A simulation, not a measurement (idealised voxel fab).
A process module follows: voxel transistor to metal.
275 nm wide, 5 nm square cells: that's cross-section cut.
If you're reading a cross-section in this doc, picture square cells in a grid; it comes to you as bands, top ones listed first down to the bottom, and a band can be one or more rows of cells.
Band: top height; bottom height; in nm. Then, left to right: material with width in nm, for each material. "full width": a single material spanning edge to edge. "empty": empty space.
All heights in this document are referenced to 0, defined as the level beneath which the wafer, as received, consists entirely of one material. The lowest band is not bounded below; it extends indefinitely downward and is written in the form "0 nm and below".
Read "30->40" as a graded width: first number on top, second number at the bottom, same change between each pair of neighbouring rows.
Step marked "nothing changed"? Then no cell in the cross-section changed in it.
Heads up: "Closed-off voids" only lists the empty pockets with no open path to the top that are 8 cells or more, and it writes them as width x height at distance, distance from the left edge, in nm.
On each step's line, the part that comes after the settings is the simulator's own comment on the step.
overlay nm: on a step with a mask, how far right of its planned place the mask lay; negative means left.
### Here's what the planned process steps look like
- 1: RECEIVE | material Si
- 2: OXIDIZE | depth nm 5
- 3: CONFORMAL_DEP | material SiN | thk nm 15
- 4: DIRECTIONAL_DEP | material aC | thk nm 15
- 5: PATTERN | tone cover | mask id ACTIVE | material resist | width nm 105 | pitch nm 130 | thk nm 30 | overlay nm 0
- 6: DIRECTIONAL_ETCH | etch materials aC | depth nm 15
- 7: STRIP | etch materials resist
- 8: DIRECTIONAL_ETCH | etch materials SiN | depth nm 15
- 9: DIRECTIONAL_ETCH | etch materials SiO2 | depth nm 5
- 10: DIRECTIONAL_ETCH | etch materials Si | depth nm 25
- 11: STRIP | etch materials aC
- 12: FILL_DEP | material SiO2 | thk nm 10
- 13: CMP | height nm 15
- 14: SELECTIVE_ETCH | etch materials SiO2 | depth nm 5
- 15: STRIP | etch materials SiN
- 16: SELECTIVE_ETCH | etch materials SiO2 | depth nm 5
- 17: OXIDIZE | depth nm 5
- 18: DIRECTIONAL_DEP | material polySi | thk nm 30
- 19: DIRECTIONAL_DEP | material SiCN | thk nm 15
- 20: DIRECTIONAL_DEP | material aC | thk nm 10
- 21: PATTERN | tone cover | mask id GATE | material resist | width nm 25 | pitch nm 130 | thk nm 30 | overlay nm 0
- 22: DIRECTIONAL_ETCH | etch materials aC | depth nm 10
- 23: STRIP | etch materials resist
- 24: DIRECTIONAL_ETCH | etch materials SiCN | depth nm 25
- 25: DIRECTIONAL_ETCH | etch materials polySi | depth nm 40
- 26: STRIP | etch materials aC
- 27: CONFORMAL_DEP | material SiN | thk nm 5
- 28: DIRECTIONAL_ETCH | etch materials SiN | depth nm 5
- 29: DIRECTIONAL_ETCH | etch materials SiO2 | depth nm 5
- 30: DIRECTIONAL_ETCH | etch materials Si | depth nm 15
- 31: EPI | material pSi | thk nm 20
- 32: FILL_DEP | material SiO2 | thk nm 5
- 33: CMP | height nm 40
- 34: DIRECTIONAL_DEP | material SiO2 | thk nm 15
- 35: PATTERN | tone open | mask id CONTACT | material resist | width nm 30 | pitch nm 65 | thk nm 15 | overlay nm 0
- 36: DIRECTIONAL_ETCH | etch materials SiO2 | depth nm 60
- 37: STRIP | etch materials resist
- 38: CONFORMAL_DEP | material TiN | thk nm 5
- 39: FILL_DEP | material W | thk nm 5
- 40: CMP | height nm 55
- 41: DIRECTIONAL_DEP | material TiN | thk nm 5
- 42: DIRECTIONAL_DEP | material W | thk nm 25
- 43: MASKED_ETCH | tone cover | mask id METAL_1 | width nm 15 | etch materials W | depth nm 25 | overlay nm 0
- 44: MASKED_ETCH | tone cover | mask id METAL_1 | width nm 15 | etch materials TiN | depth nm 5 | overlay nm 0
- 45: CONFORMAL_DEP | material SiCN | thk nm 5
- 46: FILL_DEP | material SiO2 | thk nm 5
- 47: CMP | height nm 85
- 48: CONFORMAL_DEP | material SiN | thk nm 5
### as received, after step 1
  0 nm and below  Si full width
  Closed-off voids: none
### Here's the wafer cut in cross-section after the module, started and planned just like above, except one thing was done wrong in the run
  90 nm to 85 nm  SiN full width
  85 nm to 60 nm  20 of SiO2; 5 of SiCN; 15 of W; 5 of SiCN; 55 of SiO2; 5 of SiCN; 15 of W; 5 of SiCN; 25 of SiO2; 5 of SiCN; 15 of W; 5 of SiCN; 55 of SiO2; 5 of SiCN; 15 of W; 5 of SiCN; 20 of SiO2
  60 nm to 55 nm  25 of SiCN; 15 of TiN; 65 of SiCN; 15 of TiN; 35 of SiCN; 15 of TiN; 65 of SiCN; 15 of TiN; 25 of SiCN
  55 nm to 45 nm  25 of SiO2; 5 of TiN; 20 of W; 5 of TiN; 35 of SiO2; 5 of TiN; 20 of W; 5 of TiN; 35 of SiO2; 5 of TiN; 20 of W; 5 of TiN; 35 of SiO2; 5 of TiN; 20 of W; 5 of TiN; 25 of SiO2
  45 nm to 40 nm  25 of SiO2; 30 of TiN; 35 of SiO2; 30 of TiN; 35 of SiO2; 30 of TiN; 35 of SiO2; 30 of TiN; 25 of SiO2
  40 nm to 25 nm  55 of TiN; 5 of SiN; 25 of SiCN; 5 of SiN; 95 of TiN; 5 of SiN; 25 of SiCN; 5 of SiN; 55 of TiN
  25 nm to 10 nm  55 of TiN; 5 of SiN; 25 of polySi; 5 of SiN; 95 of TiN; 5 of SiN; 25 of polySi; 5 of SiN; 55 of TiN
  10 nm to 5 nm  35 of TiN; 20 of pSi; 5 of SiN; 25 of polySi; 5 of SiN; 20 of pSi; 55 of TiN; 20 of pSi; 5 of SiN; 25 of polySi; 5 of SiN; 20 of pSi; 35 of TiN
  5 nm to 0 nm  15 of TiN; 5 of SiN; 15 of TiN; 20 of pSi; 5 of SiN; 25 of polySi; 5 of SiN; 20 of pSi; 15 of TiN; 5 of SiN; 15 of TiN; 5 of SiN; 15 of TiN; 20 of pSi; 5 of SiN; 25 of polySi; 5 of SiN; 20 of pSi; 15 of TiN; 5 of SiN; 15 of TiN
  0 nm to -5 nm  15 of SiO2; 5 of SiN; 15 of TiN; 20 of pSi; 5 of SiN; 25 of polySi; 5 of SiN; 20 of pSi; 15 of TiN; 5 of SiN; 15 of SiO2; 5 of SiN; 15 of TiN; 20 of pSi; 5 of SiN; 25 of polySi; 5 of SiN; 20 of pSi; 15 of TiN; 5 of SiN; 15 of SiO2
  -5 nm to -10 nm  20 of SiO2; 35 of pSi; 35 of SiO2; 35 of pSi; 25 of SiO2; 35 of pSi; 35 of SiO2; 35 of pSi; 20 of SiO2
  -10 nm to -25 nm  20 of SiO2; 35 of pSi; 35 of Si; 35 of pSi; 25 of SiO2; 35 of pSi; 35 of Si; 35 of pSi; 20 of SiO2
  -25 nm to -30 nm  20 of SiO2; 105 of Si; 25 of SiO2; 105 of Si; 20 of SiO2
  -30 nm and below  Si full width
  Closed-off voids: none
The mistake made against the process plan was this: step 32 was run on a setting that differed from the plan, and what really ran there is FILL_DEP | material TiN | thk nm 5
